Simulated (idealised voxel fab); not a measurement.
Documented hereafter: the process module known as voxel released beams.
Square cell edge 5 nm, section width 210 nm, ID cut.
Cross-section spec: square-cell grid; bands listed top down; each band is one or more rows.
The entry gives the band's vertical extent as a top height and a bottom height in nm, then its horizontal make-up as materials from left to right, each with a width in nm. "empty" stands for empty space; a single material marked "full width" fills the band edge to edge.
Where do heights start? At 0: under that level the wafer as delivered is made of one material only. And the lowest band has no floor; it just carries on downward, as in "0 -> down".
Width spec "30..40" -> top row of cells at first value, bottom row at second value, equal per-row change in between.
What does "changes: none" mean for a step? It means no cell of the cross-section changed in that step.
Voids not open to the top, 8 cells minimum: see "Closed empty spaces". Written width x height at distance; distance is from the left edge; nm.
Note: text after step settings on the step line = simulator remark on that step.
overlay nm: where the mask lay relative to plan, measured to the right, on steps with a mask; negatives go left.

## Process steps foreseen in the plan
1: RECEIVE [material Si]
2: CONFORMAL_DEP [material Al2O3] [thk nm 10]
3: DIRECTIONAL_DEP [material SiO2] [thk nm 10]
4: PATTERN [tone open] [mask id ANCHOR] [material resist] [width nm 35] [thk nm 15] [overlay nm 0]
5: DIRECTIONAL_ETCH [etch materials SiO2] [depth nm 10]
6: STRIP [etch materials resist]
7: CONFORMAL_DEP [material SiN] [thk nm 15]
8: PATTERN [tone cover] [mask id BEAM] [material resist] [width nm 105] [thk nm 15] [overlay nm 0]
9: DIRECTIONAL_ETCH [etch materials SiN] [depth nm 15]
10: STRIP [etch materials resist]
11: STRIP [etch materials SiO2]

## Incoming wafer in cross-section (state: after step 1)
- 0 -> down: Si full width
- Closed empty spaces: none

## Cross-sectional view of the first of the two wafers upon completion of the module, processed in accordance with the plan
- 35 -> 25: 50 nm empty  20 nm SiN  5 nm empty  80 nm SiN  55 nm empty
- 25 -> 20: 50 nm empty  105 nm SiN  55 nm empty
- 20 -> 10: 55 nm empty  35 nm SiN  120 nm empty
- 10 -> 0: Al2O3 full width
- 0 -> down: Si full width
- Closed empty spaces: none

## Wafer two, end of module, cross-section. Same start, same plan as wafer one. One mistake in the run
- 35 -> 20: 50 nm empty  105 nm SiN  55 nm empty
- 20 -> 10: Al2O3 full width
- 10 -> 0: SiO2 full width
- 0 -> down: Si full width
- Closed empty spaces: none
So what did we get wrong on this run? mixed up steps 2 and 3 - ran each in the other's place
Cell-count delta at end, second wafer over first, by material: -12 SiN, +84 SiO2
